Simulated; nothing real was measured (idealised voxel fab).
The process module that follows is named voxel plated lines.
Pictured: cross-section cut, 225 nm wide, on a grid of 5 nm square cells.
This document writes a cross-section as a grid whose cells are square, and gives it as bands, listed from the top down; one or more rows of cells form a band. This entry defines a band. It first specifies the height of the band's top and the height of its bottom in nm, and then specifies the band's materials from left to right, stating each material with its width in nm. The word "throughout" identifies a single material that fills the band from edge to edge, while the word "air" identifies empty space. It should be noted that heights are counted from 0, beneath which the wafer as supplied is of one material throughout, and that the lowest band possesses no lower boundary but continues downward, as written in "from 0 down". Quick explanation for "30->40": the width changes in equal steps down the rows of cells, from the first number in the band's top row to the second number in its bottom row. Take "remained the same" at face value: in the step it is given for, the cross-section changed in none of its cells. Closed empty spaces (no open way to the top) of 8 cells or more are what "Sealed void list" lists, each as width x height at distance from the left edge, nm for all three. Text after the settings on a step's line: the simulator's own remark on that step. overlay nm: mask offset rightward from planned place, masked step; negative means leftward offset.
# List of planned process steps
1. RECEIVE [material Si]
2. CONFORMAL_DEP [material Al2O3] [thk nm 5]
3. DIRECTIONAL_DEP [material TiN] [thk nm 5]
4. PATTERN [tone open] [mask id LINES] [material resist] [width nm 20] [pitch nm 35] [thk nm 40] [overlay nm 0]
5. EPI [material Ru] [thk nm 5]
6. EPI [material Ru] [thk nm 10]
7. EPI [material Ru] [thk nm 5]
8. STRIP [etch materials resist]
9. DIRECTIONAL_ETCH [etch materials TiN] [depth nm 5]
10. CONFORMAL_DEP [material SiN] [thk nm 5]
# Incoming wafer in cross-section (state: after step 1)
    from 0 down | Si throughout
    Sealed void list: none
# End-of-module cross-section. Starting structure and process plan as above; one mistake made in running it
    from 45 to 30 | 35 of air / 155 of SiN / 35 of air
    from 30 to 20 | 35 of air / 15 of SiN / 20 of Ru / 15 of SiN / 20 of Ru / 15 of SiN / 20 of Ru / 15 of SiN / 20 of Ru / 15 of SiN / 35 of air
    from 20 to 10 | 50 of SiN / 20 of Ru / 15 of SiN / 20 of Ru / 15 of SiN / 20 of Ru / 15 of SiN / 20 of Ru / 50 of SiN
    from 10 to 5 | 50 of SiN / 20 of TiN / 15 of SiN / 20 of TiN / 15 of SiN / 20 of TiN / 15 of SiN / 20 of TiN / 50 of SiN
    from 5 to 0 | Al2O3 throughout
    from 0 down | Si throughout
    Sealed void list: none
Which mistake was made when the wafer was run? step 10 off recipe, ran as CONFORMAL_DEP [material SiN] [thk nm 15]
